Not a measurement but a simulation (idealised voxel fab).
A process module follows: voxel self aligned contacts.
We display cut, a cross-section 235 nm in width whose square cells are each 5 nm.
We lay out every cross-section as a grid of square cells and spell it out in bands from the top down, where one band means one or more rows of cells.
Per band: top height and bottom height in nm, followed by the left-to-right materials and their widths in nm; "all across" marks a single material spanning edge to edge, "empty" marks empty space.
Below 0: as-received wafer, all one material; heights counted from there. Lowest band: no bottom, goes on down, written "0 down".
It should be noted that a width expressed as "30->40" varies in equal increments from row to row of cells within the band, taking the value of the first number at the top row and that of the second number at the bottom row.
"nothing changed" means the step left every cell of the cross-section as it was.
For the entry "Completely enclosed voids", the listed items are empty spaces with no open way to the top whose size is 8 cells or more; each item follows the pattern width x height at distance, where distance is from the left edge and all three are in nm.
Post-settings text on a step line: simulator's own remark regarding the step.
overlay nm: step with mask; distance mask lay right of planned place; negative value = left of planned place.
## This section lists the process steps that were planned
1,RECEIVE,material Si
2,CONFORMAL_DEP,material SiO2,thk nm 5
3,DIRECTIONAL_DEP,material polySi,thk nm 20
4,DIRECTIONAL_DEP,material SiN,thk nm 25
5,MASKED_ETCH,tone cover,mask id GATE,width nm 25,pitch nm 65,etch materials SiN,depth nm 25,overlay nm 0
6,MASKED_ETCH,tone cover,mask id GATE,width nm 25,pitch nm 65,etch materials polySi,depth nm 20,overlay nm 0
7,CONFORMAL_DEP,material SiN,thk nm 10
8,DIRECTIONAL_ETCH,etch materials SiN,depth nm 10
9,FILL_DEP,material SiO2,thk nm 15
10,CMP,height nm 60
11,PATTERN,tone open,mask id CONTACT,material resist,width nm 50,pitch nm 65,thk nm 20,overlay nm 0
12,DIRECTIONAL_ETCH,etch materials SiO2,depth nm 60
13,STRIP,etch materials resist
14,CONFORMAL_DEP,material TiN,thk nm 5
15,FILL_DEP,material Ru,thk nm 10
16,CMP,height nm 60
17,CONFORMAL_DEP,material SiCN,thk nm 5
## Cross-section, incoming material, after step 1
    0 down: Si all across
    Completely enclosed voids: none
## Here's the wafer cut in cross-section after the module, started and planned just like above, except one thing was done wrong in the run
    65 to 60: SiCN all across
    60 to 50: SiO2: 60, then TiN: 5->20, then Ru: 40->10, then TiN: 5->20, then SiO2: 15, then TiN: 5->20, then Ru: 40->10, then TiN: 5->20, then SiO2: 60
    50 to 35: SiO2: 30, then SiN: 45, then TiN: 5, then Ru: 10, then TiN: 5, then SiN: 45, then TiN: 5, then Ru: 10, then TiN: 5, then SiN: 45, then SiO2: 30
    35 to 30: SiO2: 30, then SiN: 45, then TiN: 20, then SiN: 45, then TiN: 20, then SiN: 45, then SiO2: 30
    30 to 25: SiN all across
    25 to 5: polySi all across
    5 to 0: SiO2 all across
    0 down: Si all across
    Completely enclosed voids: none
Against the plan, the run slipped here: step 5 ran with different settings than intended, the actual operation and settings being MASKED_ETCH,tone cover,mask id GATE,width nm 25,pitch nm 65,etch materials SiN,depth nm 20,overlay nm 0
